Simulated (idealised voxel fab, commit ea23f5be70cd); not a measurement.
process module | voxel ribs on slabs
Cross-sectional view cut (width: 185 nm; square cell size: 5 nm).
Bands, listed from the top down, are how a cross-section gets written in this document; the cross-section itself is a grid of square cells, and a band is one or more rows of them. Band: top and bottom heights (nm) first, top before bottom; then materials from left to right, widths in nm. "all across" marks a sole material filling the band edge to edge. "empty" denotes empty space. It should be noted that heights are counted from 0, beneath which the wafer as supplied is of one material throughout, and that the lowest band possesses no lower boundary but continues downward, as written in "0..down". The notation "30->40" denotes a width that varies across the rows of cells in the band, beginning at the first number in the top row, finishing at the second number in the bottom row, and changing by an identical amount from each row to the next. "identical to before" means the step left every cell of the cross-section as it was. "Closed void entries": sealed empty spaces, 8 cells or more, no open way to top, listed width x height at distance, with distance from the left edge and width, height and distance in nm. If you see something after the settings on a step's line, that's the simulator's own remark about that step. When a step includes a mask, the "overlay nm" setting on its line states how far to the right of its planned place that mask lay, and negative values state how far to the left.

List of planned process steps:
- 1: RECEIVE | material Si
- 2: DIRECTIONAL_DEP | material SiO2 | thk nm 25
- 3: DIRECTIONAL_DEP | material SiN | thk nm 20
- 4: MASKED_ETCH | tone cover | mask id RIB | width nm 25 | etch materials SiN | depth nm 10 | overlay nm 0
- 5: MASKED_ETCH | tone cover | mask id SLAB | width nm 75 | etch materials SiN | depth nm 10 | overlay nm 0
- 6: FILL_DEP | material SiO2 | thk nm 25
- 7: CMP | height nm 60
- 8: DIRECTIONAL_DEP | material TiN | thk nm 10
- 9: MASKED_ETCH | tone cover | mask id HEATER | width nm 35 | etch materials TiN | depth nm 10 | overlay nm 0
- 10: CONFORMAL_DEP | material SiO2 | thk nm 5

The first wafer of two, processed as planned:

Here's what the wafer looked like in cross-section when it arrived - that's after step 1:
* 0..down  Si all across
* Closed void entries: none

After step 2: wafer cross-section:
* 25..0  SiO2 all across
* No changes below 0.

After step 3: wafer cross-section:
* 45..25  SiN all across
* No changes below 25.

After step 4: wafer cross-section:
* 45..35  empty 80 nm, then SiN 25 nm, then empty 80 nm
* No changes below 35.

After step 5: wafer cross-section:
* 45..35  empty 80 nm, then SiN 25 nm, then empty 80 nm
* 35..25  empty 55 nm, then SiN 75 nm, then empty 55 nm
* No changes below 25.

After step 6: wafer cross-section:
* 70..45  SiO2 all across
* 45..35  SiO2 80 nm, then SiN 25 nm, then SiO2 80 nm
* 35..25  SiO2 55 nm, then SiN 75 nm, then SiO2 55 nm
* No changes below 25.

After step 7: wafer cross-section:
* 60..45  SiO2 all across
* No changes below 45.

After step 8: wafer cross-section:
* 70..60  TiN all across
* No changes below 60.

After step 9: wafer cross-section:
* 70..60  empty 75 nm, then TiN 35 nm, then empty 75 nm
* No changes below 60.

After step 10: wafer cross-section:
* 75..70  empty 70 nm, then SiO2 45 nm, then empty 70 nm
* 70..65  empty 70 nm, then SiO2 5 nm, then TiN 35 nm, then SiO2 5 nm, then empty 70 nm
* 65..60  SiO2 75 nm, then TiN 35 nm, then SiO2 75 nm
* No changes below 60.

The remaining wafer, second of the two, started like the first and was run to the same plan, except that one mistake was made along the way; the two coincide through step 4, inclusive:

Cross-section of the second wafer corresponding to the planned conclusion of step 5:
* 45..35  empty 80 nm, then SiN 25 nm, then empty 80 nm
* 35..25  empty 60 nm, then SiN 65 nm, then empty 60 nm
* No changes below 25.

Cross-section of the second wafer corresponding to the planned conclusion of step 6:
* 70..45  SiO2 all across
* 45..35  SiO2 80 nm, then SiN 25 nm, then SiO2 80 nm
* 35..25  SiO2 60 nm, then SiN 65 nm, then SiO2 60 nm
* No changes below 25.

Cross-section of the second wafer corresponding to the planned conclusion of step 7:
* 60..45  SiO2 all across
* No changes below 45.

Cross-section of the second wafer corresponding to the planned conclusion of step 8:
* 70..60  TiN all across
* No changes below 60.

Cross-section of the second wafer corresponding to the planned conclusion of step 9:
* 70..60  empty 75 nm, then TiN 35 nm, then empty 75 nm
* No changes below 60.

Cross-section of the second wafer corresponding to the planned conclusion of step 10:
* 75..70  empty 70 nm, then SiO2 45 nm, then empty 70 nm
* 70..65  empty 70 nm, then SiO2 5 nm, then TiN 35 nm, then SiO2 5 nm, then empty 70 nm
* 65..60  SiO2 75 nm, then TiN 35 nm, then SiO2 75 nm
* No changes below 60.
Short version of what went wrong: step 5 ran with different settings than intended, the actual operation and settings being MASKED_ETCH | tone cover | mask id SLAB | width nm 65 | etch materials SiN | depth nm 10 | overlay nm 0
Looking at both finished wafers in cells, the second ends up ahead of or behind the first on some materials: 4 fewer of SiN; 4 more of SiO2
